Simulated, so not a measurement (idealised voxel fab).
Process module in this document: voxel wiring stack
Shown is cross-section cut, with a width of 250 nm and square cells of size 5 nm.
Just so we're on the same page, the cross-sections are grids of square cells, and they're listed out in bands top to bottom, each band one or more rows deep.
For a band, the entry starts with two heights in nm, that of the top and then that of the bottom, and carries on with the band's materials in order from left to right, each alongside its width in nm; the word "full width" beside a single material means it fills the band edge to edge, and "empty" means empty space.
Below 0: as-received wafer, all one material; heights counted from there. Lowest band: no bottom, goes on down, written "0 and below".
A two-number width, for instance "30..40", indicates that the width is equal to the first number in the top row of the band and to the second number in the bottom row, and that it changes by a constant amount per row of cells.
"no modification" after a step means that no cell of the cross-section changed.
Listed in "Cavities, closed": every empty space of 8 or more cells without an open way to the top. Form: width x height at distance, the distance being from the left edge, all in nm.
It should be noted that, on the line of a given step, the content following the step's settings is a remark produced by the simulator itself with respect to that step.
Each step line may optionally specify "overlay nm", which for a step with a mask gives the rightward distance between the mask's planned place and where it lay, a negative value indicating the leftward direction.

This section lists the process steps that were planned
1,RECEIVE [material Si]
2,CONFORMAL_DEP [material SiO2] [thk nm 10]
3,CONFORMAL_DEP [material SiN] [thk nm 5]
4,DIRECTIONAL_DEP [material lowk] [thk nm 15]
5,PATTERN [tone open] [mask id METAL_1] [material resist] [width nm 20] [pitch nm 35] [thk nm 20] [overlay nm 0]
6,DIRECTIONAL_ETCH [etch materials lowk] [depth nm 15]
7,DIRECTIONAL_ETCH [etch materials SiN] [depth nm 5]
8,STRIP [etch materials resist]
9,CONFORMAL_DEP [material TiN] [thk nm 5]
10,FILL_DEP [material Ru] [thk nm 10]
11,CMP [height nm 30]
12,EPI [material Ru] [thk nm 5]
13,FILL_DEP [material SiCN] [thk nm 5]
14,DIRECTIONAL_DEP [material lowk] [thk nm 10]
15,DIRECTIONAL_DEP [material aC] [thk nm 15]
16,PATTERN [tone open] [mask id PLUG_1] [material resist] [width nm 15] [pitch nm 70] [thk nm 30] [overlay nm 0]
17,DIRECTIONAL_ETCH [etch materials aC] [depth nm 15]
18,STRIP [etch materials resist]
19,DIRECTIONAL_ETCH [etch materials lowk] [depth nm 10]
20,DIRECTIONAL_ETCH [etch materials SiCN] [depth nm 5]
21,STRIP [etch materials aC]
22,EPI [material Ru] [thk nm 10]
23,EPI [material Ru] [thk nm 5]
24,DIRECTIONAL_DEP [material TiN] [thk nm 5]
25,DIRECTIONAL_DEP [material W] [thk nm 15]
26,MASKED_ETCH [tone cover] [mask id METAL_2] [width nm 20] [pitch nm 35] [etch materials W] [depth nm 15] [overlay nm 0]
27,MASKED_ETCH [tone cover] [mask id METAL_2] [width nm 20] [pitch nm 35] [etch materials TiN] [depth nm 5] [overlay nm 0]
28,CONFORMAL_DEP [material SiCN] [thk nm 5]
29,FILL_DEP [material lowk] [thk nm 10]
30,CMP [height nm 70]
31,CONFORMAL_DEP [material SiCN] [thk nm 5]
32,DIRECTIONAL_DEP [material lowk] [thk nm 15]
33,PATTERN [tone open] [mask id PLUG_2] [material resist] [width nm 15] [pitch nm 35] [thk nm 20] [overlay nm 0]
34,DIRECTIONAL_ETCH [etch materials lowk] [depth nm 15]
35,DIRECTIONAL_ETCH [etch materials SiCN] [depth nm 5]
36,STRIP [etch materials resist]
37,CONFORMAL_DEP [material TiN] [thk nm 5]
38,FILL_DEP [material Ru] [thk nm 10]
39,CMP [height nm 90]
40,DIRECTIONAL_DEP [material TiN] [thk nm 5]
41,DIRECTIONAL_DEP [material W] [thk nm 25]
42,PATTERN [tone cover] [mask id METAL_3] [material resist] [width nm 20] [pitch nm 35] [thk nm 20] [overlay nm 0]
43,DIRECTIONAL_ETCH [etch materials W] [depth nm 25]
44,DIRECTIONAL_ETCH [etch materials TiN] [depth nm 5]
45,STRIP [etch materials resist]
46,FILL_DEP [material SiO2] [thk nm 10]
47,CMP [height nm 120]
48,CONFORMAL_DEP [material SiCN] [thk nm 5]

Below: the first of two wafers, run as planned

Received-state cross-section, reflecting completion of step 1
	0 and below: Si full width
	Cavities, closed: none

Wafer xsec, post step 2
	10 down to 0: SiO2 full width
	Below 0, no change.

Wafer xsec, post step 3
	15 down to 10: SiN full width
	Below 10, no change.

Wafer xsec, post step 4
	30 down to 15: lowk full width
	Below 15, no change.

Wafer xsec, post step 5
	50 down to 30: resist 60  empty 20  resist 15  empty 20  resist 15  empty 20  resist 15  empty 20  resist 65
	Below 30, no change.

Wafer xsec, post step 6
	50 down to 30: resist 60  empty 20  resist 15  empty 20  resist 15  empty 20  resist 15  empty 20  resist 65
	30 down to 15: lowk 60  empty 20  lowk 15  empty 20  lowk 15  empty 20  lowk 15  empty 20  lowk 65
	Below 15, no change.

Wafer xsec, post step 7
	50 down to 30: resist 60  empty 20  resist 15  empty 20  resist 15  empty 20  resist 15  empty 20  resist 65
	30 down to 15: lowk 60  empty 20  lowk 15  empty 20  lowk 15  empty 20  lowk 15  empty 20  lowk 65
	15 down to 10: SiN 60  empty 20  SiN 15  empty 20  SiN 15  empty 20  SiN 15  empty 20  SiN 65
	Below 10, no change.

Wafer xsec, post step 8
	30 down to 15: lowk 60  empty 20  lowk 15  empty 20  lowk 15  empty 20  lowk 15  empty 20  lowk 65
	Below 15, no change.

Wafer xsec, post step 9
	35 down to 30: TiN 65  empty 10  TiN 25  empty 10  TiN 25  empty 10  TiN 25  empty 10  TiN 70
	30 down to 15: lowk 60  TiN 5  empty 10  TiN 5  lowk 15  TiN 5  empty 10  TiN 5  lowk 15  TiN 5  empty 10  TiN 5  lowk 15  TiN 5  empty 10  TiN 5  lowk 65
	15 down to 10: SiN 60  TiN 20  SiN 15  TiN 20  SiN 15  TiN 20  SiN 15  TiN 20  SiN 65
	Below 10, no change.

Wafer xsec, post step 10
	45 down to 35: Ru full width
	35 down to 30: TiN 65  Ru 10  TiN 25  Ru 10  TiN 25  Ru 10  TiN 25  Ru 10  TiN 70
	30 down to 15: lowk 60  TiN 5  Ru 10  TiN 5  lowk 15  TiN 5  Ru 10  TiN 5  lowk 15  TiN 5  Ru 10  TiN 5  lowk 15  TiN 5  Ru 10  TiN 5  lowk 65
	Below 15, no change.

Wafer xsec, post step 11
	30 down to 15: lowk 60  TiN 5  Ru 10  TiN 5  lowk 15  TiN 5  Ru 10  TiN 5  lowk 15  TiN 5  Ru 10  TiN 5  lowk 15  TiN 5  Ru 10  TiN 5  lowk 65
	Below 15, no change.

Wafer xsec, post step 12
	35 down to 30: empty 55  Ru 30  empty 5  Ru 30  empty 5  Ru 30  empty 5  Ru 30  empty 60
	Below 30, no change.

Wafer xsec, post step 13
	40 down to 35: SiCN full width
	35 down to 30: SiCN 55  Ru 30  SiCN 5  Ru 30  SiCN 5  Ru 30  SiCN 5  Ru 30  SiCN 60
	Below 30, no change.

Wafer xsec, post step 14
	50 down to 40: lowk full width
	Below 40, no change.

Wafer xsec, post step 15
	65 down to 50: aC full width
	Below 50, no change.

Wafer xsec, post step 16
	95 down to 65: resist 60  empty 15  resist 55  empty 15  resist 105
	Below 65, no change.

Wafer xsec, post step 17
	80 down to 65: resist 60  empty 15  resist 55  empty 15  resist 105
	65 down to 50: aC 60  empty 15  aC 55  empty 15  aC 105
	Below 50, no change.

Wafer xsec, post step 18
	65 down to 50: aC 60  empty 15  aC 55  empty 15  aC 105
	Below 50, no change.

Wafer xsec, post step 19
	65 down to 50: aC 60  empty 15  aC 55  empty 15  aC 105
	50 down to 40: lowk 60  empty 15  lowk 55  empty 15  lowk 105
	Below 40, no change.

Wafer xsec, post step 20
	65 down to 50: aC 60  empty 15  aC 55  empty 15  aC 105
	50 down to 40: lowk 60  empty 15  lowk 55  empty 15  lowk 105
	40 down to 35: SiCN 60  empty 15  SiCN 55  empty 15  SiCN 105
	Below 35, no change.

Wafer xsec, post step 21
	50 down to 40: lowk 60  empty 15  lowk 55  empty 15  lowk 105
	Below 40, no change.

Wafer xsec, post step 22
	50 down to 45: lowk 60  empty 15  lowk 55  empty 15  lowk 105
	45 down to 40: lowk 60  Ru 15  lowk 55  Ru 15  lowk 105
	40 down to 35: SiCN 60  Ru 15  SiCN 55  Ru 15  SiCN 105
	Below 35, no change.

Wafer xsec, post step 23
	50 down to 40: lowk 60  Ru 15  lowk 55  Ru 15  lowk 105
	Below 40, no change.

Wafer xsec, post step 24
	55 down to 50: TiN full width
	Below 50, no change.

Wafer xsec, post step 25
	70 down to 55: W full width
	Below 55, no change.

Wafer xsec, post step 26
	70 down to 55: empty 60  W 20  empty 15  W 20  empty 15  W 20  empty 15  W 20  empty 65
	Below 55, no change.

Wafer xsec, post step 27
	70 down to 55: empty 60  W 20  empty 15  W 20  empty 15  W 20  empty 15  W 20  empty 65
	55 down to 50: empty 60  TiN 20  empty 15  TiN 20  empty 15  TiN 20  empty 15  TiN 20  empty 65
	Below 50, no change.

Wafer xsec, post step 28
	75 down to 70: empty 55  SiCN 30  empty 5  SiCN 30  empty 5  SiCN 30  empty 5  SiCN 30  empty 60
	70 down to 55: empty 55  SiCN 5  W 20  SiCN 5  empty 5  SiCN 5  W 20  SiCN 5  empty 5  SiCN 5  W 20  SiCN 5  empty 5  SiCN 5  W 20  SiCN 5  empty 60
	55 down to 50: SiCN 60  TiN 20  SiCN 15  TiN 20  SiCN 15  TiN 20  SiCN 15  TiN 20  SiCN 65
	Below 50, no change.

Wafer xsec, post step 29
	85 down to 75: lowk full width
	75 down to 70: lowk 55  SiCN 30  lowk 5  SiCN 30  lowk 5  SiCN 30  lowk 5  SiCN 30  lowk 60
	70 down to 55: lowk 55  SiCN 5  W 20  SiCN 5  lowk 5  SiCN 5  W 20  SiCN 5  lowk 5  SiCN 5  W 20  SiCN 5  lowk 5  SiCN 5  W 20  SiCN 5  lowk 60
	Below 55, no change.

Wafer xsec, post step 30
	70 down to 55: lowk 55  SiCN 5  W 20  SiCN 5  lowk 5  SiCN 5  W 20  SiCN 5  lowk 5  SiCN 5  W 20  SiCN 5  lowk 5  SiCN 5  W 20  SiCN 5  lowk 60
	Below 55, no change.

Wafer xsec, post step 31
	75 down to 70: SiCN full width
	Below 70, no change.

Wafer xsec, post step 32
	90 down to 75: lowk full width
	Below 75, no change.

Wafer xsec, post step 33
	110 down to 90: resist 60  empty 15  resist 20  empty 15  resist 20  empty 15  resist 20  empty 15  resist 70
	Below 90, no change.

Wafer xsec, post step 34
	110 down to 90: resist 60  empty 15  resist 20  empty 15  resist 20  empty 15  resist 20  empty 15  resist 70
	90 down to 75: lowk 60  empty 15  lowk 20  empty 15  lowk 20  empty 15  lowk 20  empty 15  lowk 70
	Below 75, no change.

Wafer xsec, post step 35
	110 down to 90: resist 60  empty 15  resist 20  empty 15  resist 20  empty 15  resist 20  empty 15  resist 70
	90 down to 75: lowk 60  empty 15  lowk 20  empty 15  lowk 20  empty 15  lowk 20  empty 15  lowk 70
	75 down to 70: SiCN 60  empty 15  SiCN 20  empty 15  SiCN 20  empty 15  SiCN 20  empty 15  SiCN 70
	Below 70, no change.

Wafer xsec, post step 36
	90 down to 75: lowk 60  empty 15  lowk 20  empty 15  lowk 20  empty 15  lowk 20  empty 15  lowk 70
	Below 75, no change.

Wafer xsec, post step 37
	95 down to 90: TiN 65  empty 5  TiN 30  empty 5  TiN 30  empty 5  TiN 30  empty 5  TiN 75
	90 down to 75: lowk 60  TiN 5  empty 5  TiN 5  lowk 20  TiN 5  empty 5  TiN 5  lowk 20  TiN 5  empty 5  TiN 5  lowk 20  TiN 5  empty 5  TiN 5  lowk 70
	75 down to 70: SiCN 60  TiN 15  SiCN 20  TiN 15  SiCN 20  TiN 15  SiCN 20  TiN 15  SiCN 70
	Below 70, no change.

Wafer xsec, post step 38
	105 down to 95: Ru full width
	95 down to 90: TiN 65  Ru 5  TiN 30  Ru 5  TiN 30  Ru 5  TiN 30  Ru 5  TiN 75
	90 down to 75: lowk 60  TiN 5  Ru 5  TiN 5  lowk 20  TiN 5  Ru 5  TiN 5  lowk 20  TiN 5  Ru 5  TiN 5  lowk 20  TiN 5  Ru 5  TiN 5  lowk 70
	Below 75, no change.

Wafer xsec, post step 39
	90 down to 75: lowk 60  TiN 5  Ru 5  TiN 5  lowk 20  TiN 5  Ru 5  TiN 5  lowk 20  TiN 5  Ru 5  TiN 5  lowk 20  TiN 5  Ru 5  TiN 5  lowk 70
	Below 75, no change.

Wafer xsec, post step 40
	95 down to 90: TiN full width
	Below 90, no change.

Wafer xsec, post step 41
	120 down to 95: W full width
	Below 95, no change.

Wafer xsec, post step 42
	140 down to 120: empty 60  resist 20  empty 15  resist 20  empty 15  resist 20  empty 15  resist 20  empty 65
	Below 120, no change.

Wafer xsec, post step 43
	140 down to 120: empty 60  resist 20  empty 15  resist 20  empty 15  resist 20  empty 15  resist 20  empty 65
	120 down to 95: empty 60  W 20  empty 15  W 20  empty 15  W 20  empty 15  W 20  empty 65
	Below 95, no change.

Wafer xsec, post step 44
	140 down to 120: empty 60  resist 20  empty 15  resist 20  empty 15  resist 20  empty 15  resist 20  empty 65
	120 down to 95: empty 60  W 20  empty 15  W 20  empty 15  W 20  empty 15  W 20  empty 65
	95 down to 90: empty 60  TiN 20  empty 15  TiN 20  empty 15  TiN 20  empty 15  TiN 20  empty 65
	Below 90, no change.

Wafer xsec, post step 45
	120 down to 95: empty 60  W 20  empty 15  W 20  empty 15  W 20  empty 15  W 20  empty 65
	Below 95, no change.

Wafer xsec, post step 46
	130 down to 120: SiO2 full width
	120 down to 95: SiO2 60  W 20  SiO2 15  W 20  SiO2 15  W 20  SiO2 15  W 20  SiO2 65
	95 down to 90: SiO2 60  TiN 20  SiO2 15  TiN 20  SiO2 15  TiN 20  SiO2 15  TiN 20  SiO2 65
	Below 90, no change.

Wafer xsec, post step 47
	120 down to 95: SiO2 60  W 20  SiO2 15  W 20  SiO2 15  W 20  SiO2 15  W 20  SiO2 65
	Below 95, no change.

Wafer xsec, post step 48
	125 down to 120: SiCN full width
	Below 120, no change.

The remaining wafer, second of the two, started like the first and was run to the same plan, except that one mistake was made along the way; the two coincide through step 32, inclusive

Planned end of step 33: second wafer, cross-section
	110 down to 90: empty 60  resist 15  empty 20  resist 15  empty 20  resist 15  empty 20  resist 15  empty 70
	Below 90, no change.

Planned end of step 34: second wafer, cross-section
	110 down to 90: empty 60  resist 15  empty 20  resist 15  empty 20  resist 15  empty 20  resist 15  empty 70
	90 down to 75: empty 60  lowk 15  empty 20  lowk 15  empty 20  lowk 15  empty 20  lowk 15  empty 70
	Below 75, no change.

Planned end of step 35: second wafer, cross-section
	110 down to 90: empty 60  resist 15  empty 20  resist 15  empty 20  resist 15  empty 20  resist 15  empty 70
	90 down to 75: empty 60  lowk 15  empty 20  lowk 15  empty 20  lowk 15  empty 20  lowk 15  empty 70
	75 down to 70: empty 60  SiCN 15  empty 20  SiCN 15  empty 20  SiCN 15  empty 20  SiCN 15  empty 70
	Below 70, no change.

Planned end of step 36: second wafer, cross-section
	90 down to 75: empty 60  lowk 15  empty 20  lowk 15  empty 20  lowk 15  empty 20  lowk 15  empty 70
	Below 75, no change.

Planned end of step 37: second wafer, cross-section
	95 down to 90: empty 55  TiN 25  empty 10  TiN 25  empty 10  TiN 25  empty 10  TiN 25  empty 65
	90 down to 75: empty 55  TiN 5  lowk 15  TiN 5  empty 10  TiN 5  lowk 15  TiN 5  empty 10  TiN 5  lowk 15  TiN 5  empty 10  TiN 5  lowk 15  TiN 5  empty 65
	75 down to 70: TiN 60  SiCN 15  TiN 20  SiCN 15  TiN 20  SiCN 15  TiN 20  SiCN 15  TiN 70
	Below 70, no change.

Planned end of step 38: second wafer, cross-section
	105 down to 95: Ru full width
	95 down to 90: Ru 55  TiN 25  Ru 10  TiN 25  Ru 10  TiN 25  Ru 10  TiN 25  Ru 65
	90 down to 75: Ru 55  TiN 5  lowk 15  TiN 5  Ru 10  TiN 5  lowk 15  TiN 5  Ru 10  TiN 5  lowk 15  TiN 5  Ru 10  TiN 5  lowk 15  TiN 5  Ru 65
	Below 75, no change.

Planned end of step 39: second wafer, cross-section
	90 down to 75: Ru 55  TiN 5  lowk 15  TiN 5  Ru 10  TiN 5  lowk 15  TiN 5  Ru 10  TiN 5  lowk 15  TiN 5  Ru 10  TiN 5  lowk 15  TiN 5  Ru 65
	Below 75, no change.

Planned end of step 40: second wafer, cross-section
	95 down to 90: TiN full width
	Below 90, no change.

Planned end of step 41: second wafer, cross-section
	120 down to 95: W full width
	Below 95, no change.

Planned end of step 42: second wafer, cross-section
	140 down to 120: empty 60  resist 20  empty 15  resist 20  empty 15  resist 20  empty 15  resist 20  empty 65
	Below 120, no change.

Planned end of step 43: second wafer, cross-section
	140 down to 120: empty 60  resist 20  empty 15  resist 20  empty 15  resist 20  empty 15  resist 20  empty 65
	120 down to 95: empty 60  W 20  empty 15  W 20  empty 15  W 20  empty 15  W 20  empty 65
	Below 95, no change.

Planned end of step 44: second wafer, cross-section
	140 down to 120: empty 60  resist 20  empty 15  resist 20  empty 15  resist 20  empty 15  resist 20  empty 65
	120 down to 95: empty 60  W 20  empty 15  W 20  empty 15  W 20  empty 15  W 20  empty 65
	95 down to 90: empty 60  TiN 20  empty 15  TiN 20  empty 15  TiN 20  empty 15  TiN 20  empty 65
	Below 90, no change.

Planned end of step 45: second wafer, cross-section
	120 down to 95: empty 60  W 20  empty 15  W 20  empty 15  W 20  empty 15  W 20  empty 65
	Below 95, no change.

Planned end of step 46: second wafer, cross-section
	130 down to 120: SiO2 full width
	120 down to 95: SiO2 60  W 20  SiO2 15  W 20  SiO2 15  W 20  SiO2 15  W 20  SiO2 65
	95 down to 90: SiO2 60  TiN 20  SiO2 15  TiN 20  SiO2 15  TiN 20  SiO2 15  TiN 20  SiO2 65
	Below 90, no change.

Planned end of step 47: second wafer, cross-section
	120 down to 95: SiO2 60  W 20  SiO2 15  W 20  SiO2 15  W 20  SiO2 15  W 20  SiO2 65
	Below 95, no change.

Planned end of step 48: second wafer, cross-section
	125 down to 120: SiCN full width
	Below 120, no change.
Processing error: step 33 changed vs plan, executed as PATTERN [tone cover] [mask id PLUG_2] [material resist] [width nm 15] [pitch nm 35] [thk nm 20] [overlay nm 0]
In the final state, the cell counts of the second wafer exceed or fall short of those of the first for the following materials: Ru +78, SiCN -26, TiN +26, lowk -78
